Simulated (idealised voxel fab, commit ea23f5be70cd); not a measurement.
Module name: voxel tone inversion (process module)
Cross-section cut spans 250 nm and uses square cells 5 nm in size.
Cross-section spec: square-cell grid; bands listed top down; each band is one or more rows.
This entry defines a band. It first specifies the height of the band's top and the height of its bottom in nm, and then specifies the band's materials from left to right, stating each material with its width in nm. The word "edge to edge" identifies a single material that fills the band from edge to edge, while the word "blank" identifies empty space.
Beneath 0, the wafer as received is one material, and that level is where height counting begins. The lowest band goes on downward without a bottom; it is written like "z 0 and below".
Graded width ("30..40"): value in top row of band = first number; value in bottom row = second number; row-to-row change constant.
Any step labelled "changes: none" changed none of the cells in the cross-section.
Under "Closed internal cavities" you'll find the enclosed gaps, the ones with no way out to the top, that are 8 cells or bigger; each reads width x height at distance, with distance counted from the left edge, everything in nm.
Note: text after step settings on the step line = simulator remark on that step.
"overlay nm" answers the question of how far to the right of plan the mask lay on a step that has a mask, and when it is negative the answer is to the left.

**Steps in the process plan**
| 1 | RECEIVE | material Si |
| 2 | CONFORMAL_DEP | material SiN | thk nm 5 |
| 3 | DIRECTIONAL_DEP | material polySi | thk nm 15 |
| 4 | PATTERN | tone cover | mask id POSTS | material resist | width nm 15 | pitch nm 45 | thk nm 20 | overlay nm 0 |
| 5 | DIRECTIONAL_ETCH | etch materials polySi | depth nm 15 |
| 6 | STRIP | etch materials resist |
| 7 | FILL_DEP | material SiO2 | thk nm 5 |
| 8 | CMP | height nm 20 |
| 9 | STRIP | etch materials polySi |
| 10 | CONFORMAL_DEP | material TiN | thk nm 5 |
| 11 | FILL_DEP | material Ru | thk nm 10 |
| 12 | CMP | height nm 20 |
| 13 | CONFORMAL_DEP | material SiN | thk nm 5 |

**As-received wafer cross-section (after step 1)**
	z 0 and below: Si edge to edge
	Closed internal cavities: none

**Final wafer profile in cross-section after the module, from the same start and plan as above, with one mistake made during processing**
	z 25 to 15: SiN edge to edge
	z 15 to 0: polySi edge to edge
	z 0 and below: Si edge to edge
	Closed internal cavities: none
Where did the run depart from the plan? steps 2 and 3 run out of order (swapped)
